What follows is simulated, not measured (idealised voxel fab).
process module | voxel local oxidation
cross-section cut | 180 nm wide | cells 5 nm
A cross-section is a grid of square cells, given in bands from the top down. A band is one or more rows of cells.
Each band's line starts with the height of the band's top and of its bottom, in nm. Then come its materials from left to right, each with its width in nm. One material with "throughout" fills the band from edge to edge. "air" is empty space.
Height 0 is the level under which the wafer as received is all one material. The lowest band goes on downwards, as in "0 down".
A width such as "30 to 40" changes by the same amount from each row of cells to the next, from the band's top row to its bottom row.
"no change" after a step means that no cell of the cross-section changed.
closed voids: empty space of 8 cells or more with no open way to the top, each as width x height at its distance from the left edge, in nm
after a step's settings: what the simulator itself notes on the step
overlay nm, on a step with a mask: how far to the right of its planned place the mask lay; to the left if negative
plan
1 op RECEIVE | material Si
2 op OXIDIZE | depth nm 5
3 op CONFORMAL_DEP | material SiN | thk nm 15
4 op PATTERN | tone cover | mask id ACTIVE | material resist | width nm 130 | thk nm 20 | overlay nm 0
5 op DIRECTIONAL_ETCH | etch materials SiN | depth nm 15
6 op STRIP | etch materials resist
7 op SELECTIVE_ETCH | etch materials SiO2 | depth nm 5
8 op OXIDIZE | depth nm 15
9 op STRIP | etch materials SiN
first wafer, as planned
as received, after step 1
  0 down: Si throughout
  closed voids: none
after step 2
  0 to -5: SiO2 throughout
  below -5: unchanged
after step 3
  15 to 0: SiN throughout
  below 0: unchanged
after step 4
  35 to 15: air 25 | resist 130 | air 25
  below 15: unchanged
after step 5
  35 to 15: air 25 | resist 130 | air 25
  15 to 0: air 25 | SiN 130 | air 25
  below 0: unchanged
after step 6
  15 to 0: air 25 | SiN 130 | air 25
  below 0: unchanged
after step 7
  15 to 0: air 25 | SiN 130 | air 25
  0 to -5: air 30 | SiO2 120 | air 30
  below -5: unchanged
after step 8
  15 to 0: air 25 | SiN 130 | air 25
  0 to -5: air 30 | SiO2 120 | air 30
  -5 to -20: SiO2 45 | Si 90 | SiO2 45
  below -20: unchanged
after step 9
  0 to -5: air 30 | SiO2 120 | air 30
  below -5: unchanged
second wafer: like start, like plan, one mistake. Through step 6 it matches the first wafer
when step 7 should have ended
  15 to 0: air 25 | SiN 130 | air 25
  0 to -5: air 40 | SiO2 100 | air 40
  below -5: unchanged
when step 8 should have ended
  15 to 0: air 25 | SiN 130 | air 25
  0 to -5: air 40 | SiO2 100 | air 40
  -5 to -20: SiO2 55 | Si 70 | SiO2 55
  below -20: unchanged
when step 9 should have ended
  0 to -5: air 40 | SiO2 100 | air 40
  below -5: unchanged
what went wrong: step 7 ran as: op SELECTIVE_ETCH | etch materials SiO2 | depth nm 15
at the end the second wafer has, in cells: 12 fewer of Si | 8 more of SiO2
